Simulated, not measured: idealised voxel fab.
Documented hereafter: the process module known as voxel self aligned contacts.
It is cross-section cut that appears here, measuring 230 nm in width, its square cells being 5 nm in size.
Bands, listed from the top down, are how a cross-section gets written in this document; the cross-section itself is a grid of square cells, and a band is one or more rows of them.
Top, bottom (nm), then materials left to right with widths (nm); lone material tagged "full width" fills the whole band edge to edge; "blank" = empty space.
Heights from 0 (as-received wafer is one material below). Bottom band endless downward, as "top 0, no bottom".
Graded width ("30->40"): value in top row of band = first number; value in bottom row = second number; row-to-row change constant.
"no modification" (step): cross-section cells unchanged, all of them.
"Sealed cavities" - sealed voids, min. 8 cells, no opening to top; format: width x height at distance (distance from left edge; nm throughout).
Where a step's line continues beyond its settings, the continuation is a remark by the simulator itself on that step.
"overlay nm" denotes, for a step that has a mask, the displacement of the mask to the right of its planned place, with negative values corresponding to the left.

-- Intended process steps
| 1 | RECEIVE | material Si |
| 2 | OXIDIZE | depth nm 5 |
| 3 | DIRECTIONAL_DEP | material polySi | thk nm 30 |
| 4 | DIRECTIONAL_DEP | material SiN | thk nm 20 |
| 5 | DIRECTIONAL_DEP | material aC | thk nm 10 |
| 6 | PATTERN | tone cover | mask id GATE | material resist | width nm 30 | pitch nm 60 | thk nm 25 | overlay nm 0 |
| 7 | DIRECTIONAL_ETCH | etch materials aC | depth nm 10 |
| 8 | STRIP | etch materials resist |
| 9 | DIRECTIONAL_ETCH | etch materials SiN | depth nm 20 |
| 10 | DIRECTIONAL_ETCH | etch materials polySi | depth nm 30 |
| 11 | STRIP | etch materials aC |
| 12 | CONFORMAL_DEP | material SiN | thk nm 5 |
| 13 | DIRECTIONAL_ETCH | etch materials SiN | depth nm 5 |
| 14 | FILL_DEP | material SiO2 | thk nm 15 |
| 15 | CMP | height nm 60 |
| 16 | MASKED_ETCH | tone open | mask id CONTACT | width nm 40 | pitch nm 60 | etch materials SiO2 | depth nm 65 | overlay nm -15 |
| 17 | CONFORMAL_DEP | material TiN | thk nm 5 |
| 18 | FILL_DEP | material W | thk nm 10 |
| 19 | CMP | height nm 60 |
| 20 | CONFORMAL_DEP | material SiN | thk nm 5 |
Heads up: all these wafers start the same, and what changes between them is the overlay nm in step 16. The value you see in the plan is just what the first wafer got.

-- Incoming state of the first of several wafers in cross-section: after step 1
* top 0, no bottom | Si full width
* Sealed cavities: none

-- Cross-sectional representation of the first of several wafers at the end of the module, i.e. after its terminal step, step 20
* top 65, bottom 60 | SiN full width
* top 60, bottom 50 | SiO2=50, TiN=5->30, W=30->5, TiN=5, SiO2=20, TiN=5->30, W=30->5, TiN=5, SiO2=80
* top 50, bottom 30 | SiO2=35, SiN=40, TiN=5, W=5, TiN=5, SiO2=5, SiN=40, TiN=5, W=5, TiN=5, SiO2=5, SiN=40, SiO2=35
* top 30, bottom 0 | SiO2=35, SiN=5, polySi=30, SiN=5, TiN=5, W=5, TiN=5, SiO2=5, SiN=5, polySi=30, SiN=5, TiN=5, W=5, TiN=5, SiO2=5, SiN=5, polySi=30, SiN=5, SiO2=35
* top 0, bottom -5 | SiO2=75, TiN=15, SiO2=45, TiN=15, SiO2=80
* top -5, no bottom | Si full width
* Sealed cavities: none

-- Cross-section of the final wafer among several, taken at the end of the module
* top 65, bottom 60 | SiN full width
* top 60, bottom 50 | SiO2=80, TiN=5, W=30->5, TiN=5->30, SiO2=20, TiN=5, W=30->5, TiN=5->30, SiO2=50
* top 50, bottom 30 | SiO2=35, SiN=40, SiO2=5, TiN=5, W=5, TiN=5, SiN=40, SiO2=5, TiN=5, W=5, TiN=5, SiN=40, SiO2=35
* top 30, bottom 0 | SiO2=35, SiN=5, polySi=30, SiN=5, SiO2=5, TiN=5, W=5, TiN=5, SiN=5, polySi=30, SiN=5, SiO2=5, TiN=5, W=5, TiN=5, SiN=5, polySi=30, SiN=5, SiO2=35
* top 0, bottom -5 | SiO2=80, TiN=15, SiO2=45, TiN=15, SiO2=75
* top -5, no bottom | Si full width
* Sealed cavities: none

-- Wafer rows, end of module: cells per material gained (+) or lost (-) since receipt; closed voids last
overlay nm -15; -46 Si; +178 SiN; +260 SiO2; +64 TiN; +34 W; +108 polySi; Sealed cavities: none
overlay nm -10; -46 Si; +178 SiN; +238 SiO2; +64 TiN; +56 W; +108 polySi; Sealed cavities: none
overlay nm -5; -46 Si; +178 SiN; +238 SiO2; +64 TiN; +56 W; +108 polySi; Sealed cavities: none
overlay nm 0; -46 Si; +178 SiN; +238 SiO2; +64 TiN; +56 W; +108 polySi; Sealed cavities: none
overlay nm 5; -46 Si; +178 SiN; +238 SiO2; +64 TiN; +56 W; +108 polySi; Sealed cavities: none
overlay nm 10; -46 Si; +178 SiN; +238 SiO2; +64 TiN; +56 W; +108 polySi; Sealed cavities: none
overlay nm 15; -46 Si; +178 SiN; +260 SiO2; +64 TiN; +34 W; +108 polySi; Sealed cavities: none
